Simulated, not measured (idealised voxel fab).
Herein follows the process module entitled voxel transistor to metal.
We display cut, a cross-section 300 nm in width whose square cells are each 5 nm.
Cross-section format: a grid of square cells, given as bands from top to bottom; each band is one or more rows of cells.
The entry gives the band's vertical extent as a top height and a bottom height in nm, then its horizontal make-up as materials from left to right, each with a width in nm. "empty" stands for empty space; a single material marked "edge to edge" fills the band edge to edge.
Heads up on the height convention: 0 is the point under which the incoming wafer is all one material, and the lowest band has no bottom, it just keeps going down, like "0 nm and below".
Top row gets the first number, bottom row gets the second, and each row in between changes by the same step: that is how a band width like "30..40" works.
Any step labelled "nothing got changed" changed none of the cells in the cross-section.
Enclosed voids (no open way to top), threshold 8 cells or more, entry "Sealed voids", notation width x height at distance, distance from left edge, nm.
Whatever follows a step's settings on its line is a remark the simulator itself makes about that step.
"overlay nm" denotes, for a step that has a mask, the displacement of the mask to the right of its planned place, with negative values corresponding to the left.
Below you will find pairs of cross-sections. In each, one shows the wafer before one process step and the other after it, with the after view ending at the lowest band that changed. Under each pair is the step separating them, along with its settings. Do not assume the pairs form a chain: they can come from different runs of this module on the same starting wafer, and a pair continues from the pair above it only when its "Pre-step" entry says so.
Pre-step:
55 nm to 45 nm = aC: 45 | empty: 15 | aC: 55 | empty: 15 | aC: 40 | empty: 15 | aC: 55 | empty: 15 | aC: 45
45 nm to 25 nm = lowk edge to edge
25 nm to 20 nm = SiCN edge to edge
20 nm to 10 nm = SiO2: 45 | TiN: 5 | Ru: 5 | TiN: 5 | SiO2: 55 | TiN: 5 | Ru: 5 | TiN: 5 | SiO2: 40 | TiN: 5 | Ru: 5 | TiN: 5 | SiO2: 55 | TiN: 5 | Ru: 5 | TiN: 5 | SiO2: 45
10 nm to 0 nm = SiO2: 45 | TiN: 5 | Ru: 5 | TiN: 5 | SiO2: 5 | SiN: 10 | TiN: 5 | HfO2: 5 | W: 5 | HfO2: 5 | TiN: 5 | SiN: 10 | SiO2: 5 | TiN: 5 | Ru: 5 | TiN: 5 | SiO2: 40 | TiN: 5 | Ru: 5 | TiN: 5 | SiO2: 5 | SiN: 10 | TiN: 5 | HfO2: 5 | W: 5 | HfO2: 5 | TiN: 5 | SiN: 10 | SiO2: 5 | TiN: 5 | Ru: 5 | TiN: 5 | SiO2: 45
0 nm to -5 nm = SiO2: 35 | SiN: 10 | TiN: 15 | SiO2: 5 | SiN: 10 | TiN: 5 | HfO2: 15 | TiN: 5 | SiN: 10 | SiO2: 5 | TiN: 15 | SiN: 10 | SiO2: 20 | SiN: 10 | TiN: 15 | SiO2: 5 | SiN: 10 | TiN: 5 | HfO2: 15 | TiN: 5 | SiN: 10 | SiO2: 5 | TiN: 15 | SiN: 10 | SiO2: 35
-5 nm to -10 nm = SiO2: 45 | nSi: 20 | SiO2: 5 | TiN: 35 | SiO2: 5 | nSi: 20 | SiO2: 40 | nSi: 20 | SiO2: 5 | TiN: 35 | SiO2: 5 | nSi: 20 | SiO2: 45
-10 nm to -35 nm = SiO2: 40 | Si: 95 | SiO2: 30 | Si: 95 | SiO2: 40
-35 nm and below = Si edge to edge
Sealed voids: none
As Processed:
55 nm to 45 nm = aC: 45 | empty: 15 | aC: 55 | empty: 15 | aC: 40 | empty: 15 | aC: 55 | empty: 15 | aC: 45
45 nm to 25 nm = lowk: 45 | empty: 15 | lowk: 55 | empty: 15 | lowk: 40 | empty: 15 | lowk: 55 | empty: 15 | lowk: 45
below 25: unchanged
Sealed voids: none
The transition between the preceding cross-sections is accomplished by DIRECTIONAL_ETCH with etch materials lowk, depth nm 20
Pre-step: nothing new to draw here, it's the after view of the pair just above.
As Processed:
55 nm to 45 nm = aC: 45 | empty: 15 | aC: 55 | empty: 15 | aC: 40 | empty: 15 | aC: 55 | empty: 15 | aC: 45
45 nm to 25 nm = lowk: 45 | empty: 15 | lowk: 55 | empty: 15 | lowk: 40 | empty: 15 | lowk: 55 | empty: 15 | lowk: 45
25 nm to 20 nm = SiCN: 45 | empty: 15 | SiCN: 55 | empty: 15 | SiCN: 40 | empty: 15 | SiCN: 55 | empty: 15 | SiCN: 45
below 20: unchanged
Sealed voids: none
The transition between the preceding cross-sections is accomplished by DIRECTIONAL_ETCH with etch materials SiCN, depth nm 5
Pre-step: nothing new to draw here, it's the after view of the pair just above.
As Processed:
45 nm to 25 nm = lowk: 45 | empty: 15 | lowk: 55 | empty: 15 | lowk: 40 | empty: 15 | lowk: 55 | empty: 15 | lowk: 45
below 25: unchanged
Sealed voids: none
The transition between the preceding cross-sections is accomplished by STRIP with etch materials aC
Pre-step: nothing new to draw here, it's the after view of the pair just above.
As Processed:
50 nm to 45 nm = TiN: 50 | empty: 5 | TiN: 65 | empty: 5 | TiN: 50 | empty: 5 | TiN: 65 | empty: 5 | TiN: 50
45 nm to 25 nm = lowk: 45 | TiN: 5 | empty: 5 | TiN: 5 | lowk: 55 | TiN: 5 | empty: 5 | TiN: 5 | lowk: 40 | TiN: 5 | empty: 5 | TiN: 5 | lowk: 55 | TiN: 5 | empty: 5 | TiN: 5 | lowk: 45
25 nm to 20 nm = SiCN: 45 | TiN: 15 | SiCN: 55 | TiN: 15 | SiCN: 40 | TiN: 15 | SiCN: 55 | TiN: 15 | SiCN: 45
below 20: unchanged
Sealed voids: none
The transition between the preceding cross-sections is accomplished by CONFORMAL_DEP with material TiN, thk nm 5
Pre-step: nothing new to draw here, it's the after view of the pair just above.
As Processed:
60 nm to 50 nm = Ru edge to edge
50 nm to 45 nm = TiN: 50 | Ru: 5 | TiN: 65 | Ru: 5 | TiN: 50 | Ru: 5 | TiN: 65 | Ru: 5 | TiN: 50
45 nm to 25 nm = lowk: 45 | TiN: 5 | Ru: 5 | TiN: 5 | lowk: 55 | TiN: 5 | Ru: 5 | TiN: 5 | lowk: 40 | TiN: 5 | Ru: 5 | TiN: 5 | lowk: 55 | TiN: 5 | Ru: 5 | TiN: 5 | lowk: 45
below 25: unchanged
Sealed voids: none
The transition between the preceding cross-sections is accomplished by FILL_DEP with material Ru, thk nm 10
Pre-step: nothing new to draw here, it's the after view of the pair just above.
As Processed:
45 nm to 25 nm = lowk: 45 | TiN: 5 | Ru: 5 | TiN: 5 | lowk: 55 | TiN: 5 | Ru: 5 | TiN: 5 | lowk: 40 | TiN: 5 | Ru: 5 | TiN: 5 | lowk: 55 | TiN: 5 | Ru: 5 | TiN: 5 | lowk: 45
below 25: unchanged
Sealed voids: none
The transition between the preceding cross-sections is accomplished by CMP with height nm 45
Pre-step: nothing new to draw here, it's the after view of the pair just above.
As Processed:
50 nm to 45 nm = SiCN edge to edge
below 45: unchanged
Sealed voids: none
The transition between the preceding cross-sections is accomplished by CONFORMAL_DEP with material SiCN, thk nm 5
Pre-step: nothing new to draw here, it's the after view of the pair just above.
As Processed:
80 nm to 50 nm = SiO2 edge to edge
below 50: unchanged
Sealed voids: none
The transition between the preceding cross-sections is accomplished by DIRECTIONAL_DEP with material SiO2, thk nm 30
Pre-step: nothing new to draw here, it's the after view of the pair just above.
As Processed:
95 nm to 80 nm = resist: 45 | empty: 15 | resist: 110 | empty: 15 | resist: 115
below 80: unchanged
Sealed voids: none
The transition between the preceding cross-sections is accomplished by PATTERN with tone open, mask id METAL_2, material resist, width nm 15, pitch nm 125, thk nm 15, overlay nm 0
Pre-step: nothing new to draw here, it's the after view of the pair just above.
As Processed:
95 nm to 80 nm = resist: 45 | empty: 15 | resist: 110 | empty: 15 | resist: 115
80 nm to 65 nm = SiO2: 45 | empty: 15 | SiO2: 110 | empty: 15 | SiO2: 115
below 65: unchanged
Sealed voids: none
The transition between the preceding cross-sections is accomplished by DIRECTIONAL_ETCH with etch materials SiO2, depth nm 15
Pre-step: nothing new to draw here, it's the after view of the pair just above.
As Processed:
80 nm to 65 nm = SiO2: 45 | empty: 15 | SiO2: 110 | empty: 15 | SiO2: 115
below 65: unchanged
Sealed voids: none
The transition between the preceding cross-sections is accomplished by STRIP with etch materials resist
Pre-step: nothing new to draw here, it's the after view of the pair just above.
As Processed:
100 nm to 80 nm = resist: 45 | empty: 15 | resist: 110 | empty: 15 | resist: 115
below 80: unchanged
Sealed voids: none
The transition between the preceding cross-sections is accomplished by PATTERN with tone open, mask id METAL_2_HOLES, material resist, width nm 15, pitch nm 125, thk nm 20, overlay nm 0
Pre-step: nothing new to draw here, it's the after view of the pair just above.
As Processed:
100 nm to 80 nm = resist: 45 | empty: 15 | resist: 110 | empty: 15 | resist: 115
80 nm to 50 nm = SiO2: 45 | empty: 15 | SiO2: 110 | empty: 15 | SiO2: 115
below 50: unchanged
Sealed voids: none
The transition between the preceding cross-sections is accomplished by DIRECTIONAL_ETCH with etch materials SiO2, depth nm 15
Pre-step: nothing new to draw here, it's the after view of the pair just above.
As Processed:
100 nm to 80 nm = resist: 45 | empty: 15 | resist: 110 | empty: 15 | resist: 115
80 nm to 50 nm = SiO2: 45 | empty: 15 | SiO2: 110 | empty: 15 | SiO2: 115
50 nm to 45 nm = SiCN: 45 | empty: 15 | SiCN: 110 | empty: 15 | SiCN: 115
below 45: unchanged
Sealed voids: none
The transition between the preceding cross-sections is accomplished by DIRECTIONAL_ETCH with etch materials SiCN, depth nm 5
Pre-step: nothing new to draw here, it's the after view of the pair just above.
As Processed:
80 nm to 50 nm = SiO2: 45 | empty: 15 | SiO2: 110 | empty: 15 | SiO2: 115
below 50: unchanged
Sealed voids: none
The transition between the preceding cross-sections is accomplished by STRIP with etch materials resist
Pre-step: nothing new to draw here, it's the after view of the pair just above.
As Processed:
85 nm to 80 nm = TiN: 50 | empty: 5 | TiN: 120 | empty: 5 | TiN: 120
80 nm to 50 nm = SiO2: 45 | TiN: 5 | empty: 5 | TiN: 5 | SiO2: 110 | TiN: 5 | empty: 5 | TiN: 5 | SiO2: 115
50 nm to 45 nm = SiCN: 45 | TiN: 15 | SiCN: 110 | TiN: 15 | SiCN: 115
below 45: unchanged
Sealed voids: none
The transition between the preceding cross-sections is accomplished by CONFORMAL_DEP with material TiN, thk nm 5
Pre-step: nothing new to draw here, it's the after view of the pair just above.
As Processed:
95 nm to 85 nm = Ru edge to edge
85 nm to 80 nm = TiN: 50 | Ru: 5 | TiN: 120 | Ru: 5 | TiN: 120
80 nm to 50 nm = SiO2: 45 | TiN: 5 | Ru: 5 | TiN: 5 | SiO2: 110 | TiN: 5 | Ru: 5 | TiN: 5 | SiO2: 115
below 50: unchanged
Sealed voids: none
The transition between the preceding cross-sections is accomplished by FILL_DEP with material Ru, thk nm 10
Pre-step: nothing new to draw here, it's the after view of the pair just above.
As Processed:
80 nm to 50 nm = SiO2: 45 | TiN: 5 | Ru: 5 | TiN: 5 | SiO2: 110 | TiN: 5 | Ru: 5 | TiN: 5 | SiO2: 115
below 50: unchanged
Sealed voids: none
The transition between the preceding cross-sections is accomplished by CMP with height nm 80
Pre-step: nothing new to draw here, it's the after view of the pair just above.
As Processed:
85 nm to 80 nm = SiN edge to edge
below 80: unchanged
Sealed voids: none
The transition between the preceding cross-sections is accomplished by CONFORMAL_DEP with material SiN, thk nm 5
Pre-step:
30 nm to 25 nm = W edge to edge
25 nm to 20 nm = W: 55 | TiN: 30 | W: 5 | TiN: 30 | W: 60 | TiN: 30 | W: 5 | TiN: 30 | W: 55
20 nm to 15 nm = TiN: 60 | HfO2: 20 | TiN: 5 | W: 5 | TiN: 5 | HfO2: 20 | TiN: 70 | HfO2: 20 | TiN: 5 | W: 5 | TiN: 5 | HfO2: 20 | TiN: 60
15 nm to 10 nm = HfO2: 65 | SiN: 10 | HfO2: 5 | TiN: 5 | W: 5 | TiN: 5 | HfO2: 5 | SiN: 10 | HfO2: 80 | SiN: 10 | HfO2: 5 | TiN: 5 | W: 5 | TiN: 5 | HfO2: 5 | SiN: 10 | HfO2: 65
10 nm to 0 nm = SiO2: 65 | SiN: 10 | HfO2: 5 | TiN: 5 | W: 5 | TiN: 5 | HfO2: 5 | SiN: 10 | SiO2: 80 | SiN: 10 | HfO2: 5 | TiN: 5 | W: 5 | TiN: 5 | HfO2: 5 | SiN: 10 | SiO2: 65
0 nm to -5 nm = SiO2: 35 | SiN: 10 | SiO2: 20 | SiN: 10 | HfO2: 5 | TiN: 15 | HfO2: 5 | SiN: 10 | SiO2: 20 | SiN: 10 | SiO2: 20 | SiN: 10 | SiO2: 20 | SiN: 10 | HfO2: 5 | TiN: 15 | HfO2: 5 | SiN: 10 | SiO2: 20 | SiN: 10 | SiO2: 35
-5 nm to -10 nm = SiO2: 45 | nSi: 20 | SiO2: 5 | HfO2: 35 | SiO2: 5 | nSi: 20 | SiO2: 40 | nSi: 20 | SiO2: 5 | HfO2: 35 | SiO2: 5 | nSi: 20 | SiO2: 45
-10 nm to -35 nm = SiO2: 40 | Si: 95 | SiO2: 30 | Si: 95 | SiO2: 40
-35 nm and below = Si edge to edge
Sealed voids: none
As Processed:
5 nm to 0 nm = SiO2: 65 | SiN: 10 | HfO2: 5 | TiN: 5 | W: 5 | TiN: 5 | HfO2: 5 | SiN: 10 | SiO2: 80 | SiN: 10 | HfO2: 5 | TiN: 5 | W: 5 | TiN: 5 | HfO2: 5 | SiN: 10 | SiO2: 65
below 0: unchanged
Sealed voids: none
The transition between the preceding cross-sections is accomplished by CMP with height nm 5
Pre-step: nothing new to draw here, it's the after view of the pair just above.
As Processed:
15 nm to 5 nm = SiO2 edge to edge
below 5: unchanged
Sealed voids: none
The transition between the preceding cross-sections is accomplished by DIRECTIONAL_DEP with material SiO2, thk nm 10
Pre-step: nothing new to draw here, it's the after view of the pair just above.
As Processed:
35 nm to 15 nm = resist: 45 | empty: 15 | resist: 55 | empty: 15 | resist: 40 | empty: 15 | resist: 55 | empty: 15 | resist: 45
below 15: unchanged
Sealed voids: none
The transition between the preceding cross-sections is accomplished by PATTERN with tone open, mask id CONTACT, material resist, width nm 15, thk nm 20, overlay nm 0
Pre-step: nothing new to draw here, it's the after view of the pair just above.
As Processed:
35 nm to 15 nm = resist: 45 | empty: 15 | resist: 55 | empty: 15 | resist: 40 | empty: 15 | resist: 55 | empty: 15 | resist: 45
15 nm to 5 nm = SiO2: 45 | empty: 15 | SiO2: 55 | empty: 15 | SiO2: 40 | empty: 15 | SiO2: 55 | empty: 15 | SiO2: 45
5 nm to 0 nm = SiO2: 45 | empty: 15 | SiO2: 5 | SiN: 10 | HfO2: 5 | TiN: 5 | W: 5 | TiN: 5 | HfO2: 5 | SiN: 10 | SiO2: 5 | empty: 15 | SiO2: 40 | empty: 15 | SiO2: 5 | SiN: 10 | HfO2: 5 | TiN: 5 | W: 5 | TiN: 5 | HfO2: 5 | SiN: 10 | SiO2: 5 | empty: 15 | SiO2: 45
0 nm to -5 nm = SiO2: 35 | SiN: 10 | empty: 15 | SiO2: 5 | SiN: 10 | HfO2: 5 | TiN: 15 | HfO2: 5 | SiN: 10 | SiO2: 5 | empty: 15 | SiN: 10 | SiO2: 20 | SiN: 10 | empty: 15 | SiO2: 5 | SiN: 10 | HfO2: 5 | TiN: 15 | HfO2: 5 | SiN: 10 | SiO2: 5 | empty: 15 | SiN: 10 | SiO2: 35
below -5: unchanged
Sealed voids: none
The transition between the preceding cross-sections is accomplished by DIRECTIONAL_ETCH with etch materials SiO2, depth nm 25
Pre-step: nothing new to draw here, it's the after view of the pair just above.
As Processed:
15 nm to 5 nm = SiO2: 45 | empty: 15 | SiO2: 55 | empty: 15 | SiO2: 40 | empty: 15 | SiO2: 55 | empty: 15 | SiO2: 45
below 5: unchanged
Sealed voids: none
The transition between the preceding cross-sections is accomplished by STRIP with etch materials resist
Pre-step: nothing new to draw here, it's the after view of the pair just above.
As Processed:
20 nm to 15 nm = TiN: 50 | empty: 5 | TiN: 65 | empty: 5 | TiN: 50 | empty: 5 | TiN: 65 | empty: 5 | TiN: 50
15 nm to 5 nm = SiO2: 45 | TiN: 5 | empty: 5 | TiN: 5 | SiO2: 55 | TiN: 5 | empty: 5 | TiN: 5 | SiO2: 40 | TiN: 5 | empty: 5 | TiN: 5 | SiO2: 55 | TiN: 5 | empty: 5 | TiN: 5 | SiO2: 45
5 nm to 0 nm = SiO2: 45 | TiN: 5 | empty: 5 | TiN: 5 | SiO2: 5 | SiN: 10 | HfO2: 5 | TiN: 5 | W: 5 | TiN: 5 | HfO2: 5 | SiN: 10 | SiO2: 5 | TiN: 5 | empty: 5 | TiN: 5 | SiO2: 40 | TiN: 5 | empty: 5 | TiN: 5 | SiO2: 5 | SiN: 10 | HfO2: 5 | TiN: 5 | W: 5 | TiN: 5 | HfO2: 5 | SiN: 10 | SiO2: 5 | TiN: 5 | empty: 5 | TiN: 5 | SiO2: 45
0 nm to -5 nm = SiO2: 35 | SiN: 10 | TiN: 15 | SiO2: 5 | SiN: 10 | HfO2: 5 | TiN: 15 | HfO2: 5 | SiN: 10 | SiO2: 5 | TiN: 15 | SiN: 10 | SiO2: 20 | SiN: 10 | TiN: 15 | SiO2: 5 | SiN: 10 | HfO2: 5 | TiN: 15 | HfO2: 5 | SiN: 10 | SiO2: 5 | TiN: 15 | SiN: 10 | SiO2: 35
below -5: unchanged
Sealed voids: none
The transition between the preceding cross-sections is accomplished by CONFORMAL_DEP with material TiN, thk nm 5
Pre-step: nothing new to draw here, it's the after view of the pair just above.
As Processed:
30 nm to 20 nm = Ru edge to edge
20 nm to 15 nm = TiN: 50 | Ru: 5 | TiN: 65 | Ru: 5 | TiN: 50 | Ru: 5 | TiN: 65 | Ru: 5 | TiN: 50
15 nm to 5 nm = SiO2: 45 | TiN: 5 | Ru: 5 | TiN: 5 | SiO2: 55 | TiN: 5 | Ru: 5 | TiN: 5 | SiO2: 40 | TiN: 5 | Ru: 5 | TiN: 5 | SiO2: 55 | TiN: 5 | Ru: 5 | TiN: 5 | SiO2: 45
5 nm to 0 nm = SiO2: 45 | TiN: 5 | Ru: 5 | TiN: 5 | SiO2: 5 | SiN: 10 | HfO2: 5 | TiN: 5 | W: 5 | TiN: 5 | HfO2: 5 | SiN: 10 | SiO2: 5 | TiN: 5 | Ru: 5 | TiN: 5 | SiO2: 40 | TiN: 5 | Ru: 5 | TiN: 5 | SiO2: 5 | SiN: 10 | HfO2: 5 | TiN: 5 | W: 5 | TiN: 5 | HfO2: 5 | SiN: 10 | SiO2: 5 | TiN: 5 | Ru: 5 | TiN: 5 | SiO2: 45
below 0: unchanged
Sealed voids: none
The transition between the preceding cross-sections is accomplished by FILL_DEP with material Ru, thk nm 10
Pre-step: nothing new to draw here, it's the after view of the pair just above.
As Processed:
20 nm to 15 nm = TiN: 50 | Ru: 5 | TiN: 65 | Ru: 5 | TiN: 50 | Ru: 5 | TiN: 65 | Ru: 5 | TiN: 50
below 15: unchanged
Sealed voids: none
The transition between the preceding cross-sections is accomplished by CMP with height nm 20
Pre-step: nothing new to draw here, it's the after view of the pair just above.
As Processed:
25 nm to 20 nm = SiCN edge to edge
below 20: unchanged
Sealed voids: none
The transition between the preceding cross-sections is accomplished by CONFORMAL_DEP with material SiCN, thk nm 5
Pre-step: nothing new to draw here, it's the after view of the pair just above.
As Processed:
45 nm to 25 nm = lowk edge to edge
below 25: unchanged
Sealed voids: none
The transition between the preceding cross-sections is accomplished by DIRECTIONAL_DEP with material lowk, thk nm 20
Pre-step: nothing new to draw here, it's the after view of the pair just above.
As Processed:
55 nm to 45 nm = aC edge to edge
below 45: unchanged
Sealed voids: none
The transition between the preceding cross-sections is accomplished by DIRECTIONAL_DEP with material aC, thk nm 10
Pre-step: nothing new to draw here, it's the after view of the pair just above.
As Processed:
85 nm to 55 nm = resist: 45 | empty: 15 | resist: 55 | empty: 15 | resist: 40 | empty: 15 | resist: 55 | empty: 15 | resist: 45
below 55: unchanged
Sealed voids: none
The transition between the preceding cross-sections is accomplished by PATTERN with tone open, mask id METAL_1, material resist, width nm 15, thk nm 30, overlay nm 0
Pre-step: nothing new to draw here, it's the after view of the pair just above.
As Processed:
75 nm to 55 nm = resist: 45 | empty: 15 | resist: 55 | empty: 15 | resist: 40 | empty: 15 | resist: 55 | empty: 15 | resist: 45
55 nm to 45 nm = aC: 45 | empty: 15 | aC: 55 | empty: 15 | aC: 40 | empty: 15 | aC: 55 | empty: 15 | aC: 45
below 45: unchanged
Sealed voids: none
The transition between the preceding cross-sections is accomplished by DIRECTIONAL_ETCH with etch materials aC, depth nm 10
Pre-step: nothing new to draw here, it's the after view of the pair just above.
As Processed:
55 nm to 45 nm = aC: 45 | empty: 15 | aC: 55 | empty: 15 | aC: 40 | empty: 15 | aC: 55 | empty: 15 | aC: 45
below 45: unchanged
Sealed voids: none
The transition between the preceding cross-sections is accomplished by STRIP with etch materials resist
Pre-step: nothing new to draw here, it's the after view of the pair just above.
As Processed:
55 nm to 45 nm = aC: 45 | empty: 15 | aC: 55 | empty: 15 | aC: 40 | empty: 15 | aC: 55 | empty: 15 | aC: 45
45 nm to 25 nm = lowk: 45 | empty: 15 | lowk: 55 | empty: 15 | lowk: 40 | empty: 15 | lowk: 55 | empty: 15 | lowk: 45
below 25: unchanged
Sealed voids: none
The transition between the preceding cross-sections is accomplished by DIRECTIONAL_ETCH with etch materials lowk, depth nm 20
Pre-step: nothing new to draw here, it's the after view of the pair just above.
As Processed:
55 nm to 45 nm = aC: 45 | empty: 15 | aC: 55 | empty: 15 | aC: 40 | empty: 15 | aC: 55 | empty: 15 | aC: 45
45 nm to 25 nm = lowk: 45 | empty: 15 | lowk: 55 | empty: 15 | lowk: 40 | empty: 15 | lowk: 55 | empty: 15 | lowk: 45
25 nm to 20 nm = SiCN: 45 | empty: 15 | SiCN: 55 | empty: 15 | SiCN: 40 | empty: 15 | SiCN: 55 | empty: 15 | SiCN: 45
below 20: unchanged
Sealed voids: none
The transition between the preceding cross-sections is accomplished by DIRECTIONAL_ETCH with etch materials SiCN, depth nm 5
Pre-step: nothing new to draw here, it's the after view of the pair just above.
As Processed:
45 nm to 25 nm = lowk: 45 | empty: 15 | lowk: 55 | empty: 15 | lowk: 40 | empty: 15 | lowk: 55 | empty: 15 | lowk: 45
below 25: unchanged
Sealed voids: none
The transition between the preceding cross-sections is accomplished by STRIP with etch materials aC
Pre-step: nothing new to draw here, it's the after view of the pair just above.
As Processed:
50 nm to 45 nm = TiN: 50 | empty: 5 | TiN: 65 | empty: 5 | TiN: 50 | empty: 5 | TiN: 65 | empty: 5 | TiN: 50
45 nm to 25 nm = lowk: 45 | TiN: 5 | empty: 5 | TiN: 5 | lowk: 55 | TiN: 5 | empty: 5 | TiN: 5 | lowk: 40 | TiN: 5 | empty: 5 | TiN: 5 | lowk: 55 | TiN: 5 | empty: 5 | TiN: 5 | lowk: 45
25 nm to 20 nm = SiCN: 45 | TiN: 15 | SiCN: 55 | TiN: 15 | SiCN: 40 | TiN: 15 | SiCN: 55 | TiN: 15 | SiCN: 45
below 20: unchanged
Sealed voids: none
The transition between the preceding cross-sections is accomplished by CONFORMAL_DEP with material TiN, thk nm 5
Pre-step: nothing new to draw here, it's the after view of the pair just above.
As Processed:
60 nm to 50 nm = Ru edge to edge
50 nm to 45 nm = TiN: 50 | Ru: 5 | TiN: 65 | Ru: 5 | TiN: 50 | Ru: 5 | TiN: 65 | Ru: 5 | TiN: 50
45 nm to 25 nm = lowk: 45 | TiN: 5 | Ru: 5 | TiN: 5 | lowk: 55 | TiN: 5 | Ru: 5 | TiN: 5 | lowk: 40 | TiN: 5 | Ru: 5 | TiN: 5 | lowk: 55 | TiN: 5 | Ru: 5 | TiN: 5 | lowk: 45
below 25: unchanged
Sealed voids: none
The transition between the preceding cross-sections is accomplished by FILL_DEP with material Ru, thk nm 10
Pre-step: nothing new to draw here, it's the after view of the pair just above.
As Processed:
45 nm to 25 nm = lowk: 45 | TiN: 5 | Ru: 5 | TiN: 5 | lowk: 55 | TiN: 5 | Ru: 5 | TiN: 5 | lowk: 40 | TiN: 5 | Ru: 5 | TiN: 5 | lowk: 55 | TiN: 5 | Ru: 5 | TiN: 5 | lowk: 45
below 25: unchanged
Sealed voids: none
The transition between the preceding cross-sections is accomplished by CMP with height nm 45
Pre-step: nothing new to draw here, it's the after view of the pair just above.
As Processed:
50 nm to 45 nm = SiCN edge to edge
below 45: unchanged
Sealed voids: none
The transition between the preceding cross-sections is accomplished by CONFORMAL_DEP with material SiCN, thk nm 5
Pre-step: nothing new to draw here, it's the after view of the pair just above.
As Processed:
80 nm to 50 nm = SiO2 edge to edge
below 50: unchanged
Sealed voids: none
The transition between the preceding cross-sections is accomplished by DIRECTIONAL_DEP with material SiO2, thk nm 30
Pre-step: nothing new to draw here, it's the after view of the pair just above.
As Processed:
95 nm to 80 nm = resist: 45 | empty: 15 | resist: 110 | empty: 15 | resist: 115
below 80: unchanged
Sealed voids: none
The transition between the preceding cross-sections is accomplished by PATTERN with tone open, mask id METAL_2, material resist, width nm 15, pitch nm 125, thk nm 15, overlay nm 0
Pre-step: nothing new to draw here, it's the after view of the pair just above.
As Processed:
95 nm to 80 nm = resist: 45 | empty: 15 | resist: 110 | empty: 15 | resist: 115
80 nm to 65 nm = SiO2: 45 | empty: 15 | SiO2: 110 | empty: 15 | SiO2: 115
below 65: unchanged
Sealed voids: none
The transition between the preceding cross-sections is accomplished by DIRECTIONAL_ETCH with etch materials SiO2, depth nm 15
Pre-step: nothing new to draw here, it's the after view of the pair just above.
As Processed:
80 nm to 65 nm = SiO2: 45 | empty: 15 | SiO2: 110 | empty: 15 | SiO2: 115
below 65: unchanged
Sealed voids: none
The transition between the preceding cross-sections is accomplished by STRIP with etch materials resist
Pre-step: nothing new to draw here, it's the after view of the pair just above.
As Processed:
100 nm to 80 nm = resist: 45 | empty: 15 | resist: 110 | empty: 15 | resist: 115
below 80: unchanged
Sealed voids: none
The transition between the preceding cross-sections is accomplished by PATTERN with tone open, mask id METAL_2_HOLES, material resist, width nm 15, pitch nm 125, thk nm 20, overlay nm 0
Pre-step: nothing new to draw here, it's the after view of the pair just above.
As Processed:
100 nm to 80 nm = resist: 45 | empty: 15 | resist: 110 | empty: 15 | resist: 115
80 nm to 50 nm = SiO2: 45 | empty: 15 | SiO2: 110 | empty: 15 | SiO2: 115
below 50: unchanged
Sealed voids: none
The transition between the preceding cross-sections is accomplished by DIRECTIONAL_ETCH with etch materials SiO2, depth nm 15
Pre-step: nothing new to draw here, it's the after view of the pair just above.
As Processed:
100 nm to 80 nm = resist: 45 | empty: 15 | resist: 110 | empty: 15 | resist: 115
80 nm to 50 nm = SiO2: 45 | empty: 15 | SiO2: 110 | empty: 15 | SiO2: 115
50 nm to 45 nm = SiCN: 45 | empty: 15 | SiCN: 110 | empty: 15 | SiCN: 115
below 45: unchanged
Sealed voids: none
The transition between the preceding cross-sections is accomplished by DIRECTIONAL_ETCH with etch materials SiCN, depth nm 5
Pre-step: nothing new to draw here, it's the after view of the pair just above.
As Processed:
80 nm to 50 nm = SiO2: 45 | empty: 15 | SiO2: 110 | empty: 15 | SiO2: 115
below 50: unchanged
Sealed voids: none
The transition between the preceding cross-sections is accomplished by STRIP with etch materials resist
Pre-step: nothing new to draw here, it's the after view of the pair just above.
As Processed:
85 nm to 80 nm = TiN: 50 | empty: 5 | TiN: 120 | empty: 5 | TiN: 120
80 nm to 50 nm = SiO2: 45 | TiN: 5 | empty: 5 | TiN: 5 | SiO2: 110 | TiN: 5 | empty: 5 | TiN: 5 | SiO2: 115
50 nm to 45 nm = SiCN: 45 | TiN: 15 | SiCN: 110 | TiN: 15 | SiCN: 115
below 45: unchanged
Sealed voids: none
The transition between the preceding cross-sections is accomplished by CONFORMAL_DEP with material TiN, thk nm 5
Pre-step: nothing new to draw here, it's the after view of the pair just above.
As Processed:
95 nm to 85 nm = Ru edge to edge
85 nm to 80 nm = TiN: 50 | Ru: 5 | TiN: 120 | Ru: 5 | TiN: 120
80 nm to 50 nm = SiO2: 45 | TiN: 5 | Ru: 5 | TiN: 5 | SiO2: 110 | TiN: 5 | Ru: 5 | TiN: 5 | SiO2: 115
below 50: unchanged
Sealed voids: none
The transition between the preceding cross-sections is accomplished by FILL_DEP with material Ru, thk nm 10
Pre-step: nothing new to draw here, it's the after view of the pair just above.
As Processed:
80 nm to 50 nm = SiO2: 45 | TiN: 5 | Ru: 5 | TiN: 5 | SiO2: 110 | TiN: 5 | Ru: 5 | TiN: 5 | SiO2: 115
below 50: unchanged
Sealed voids: none
The transition between the preceding cross-sections is accomplished by CMP with height nm 80
Pre-step: nothing new to draw here, it's the after view of the pair just above.
As Processed:
85 nm to 80 nm = SiN edge to edge
below 80: unchanged
Sealed voids: none
The transition between the preceding cross-sections is accomplished by CONFORMAL_DEP with material SiN, thk nm 5
Pre-step:
30 nm to 15 nm = aC edge to edge
15 nm to 0 nm = SiN edge to edge
0 nm to -5 nm = SiO2 edge to edge
-5 nm and below = Si edge to edge
Sealed voids: none
As Processed:
65 nm to 30 nm = empty: 40 | resist: 100 | empty: 25 | resist: 100 | empty: 35
below 30: unchanged
Sealed voids: none
The transition between the preceding cross-sections is accomplished by PATTERN with tone cover, mask id ACTIVE, material resist, width nm 100, pitch nm 125, thk nm 35, overlay nm 0
Pre-step: nothing new to draw here, it's the after view of the pair just above.
As Processed:
50 nm to 30 nm = empty: 40 | resist: 100 | empty: 25 | resist: 100 | empty: 35
30 nm to 15 nm = empty: 40 | aC: 100 | empty: 25 | aC: 100 | empty: 35
below 15: unchanged
Sealed voids: none
The transition between the preceding cross-sections is accomplished by DIRECTIONAL_ETCH with etch materials aC, depth nm 15
Pre-step: nothing new to draw here, it's the after view of the pair just above.
As Processed:
30 nm to 15 nm = empty: 40 | aC: 100 | empty: 25 | aC: 100 | empty: 35
below 15: unchanged
Sealed voids: none
The transition between the preceding cross-sections is accomplished by STRIP with etch materials resist
Pre-step: nothing new to draw here, it's the after view of the pair just above.
As Processed:
30 nm to 15 nm = empty: 40 | aC: 100 | empty: 25 | aC: 100 | empty: 35
15 nm to 0 nm = empty: 40 | SiN: 100 | empty: 25 | SiN: 100 | empty: 35
below 0: unchanged
Sealed voids: none
The transition between the preceding cross-sections is accomplished by DIRECTIONAL_ETCH with etch materials SiN, depth nm 15
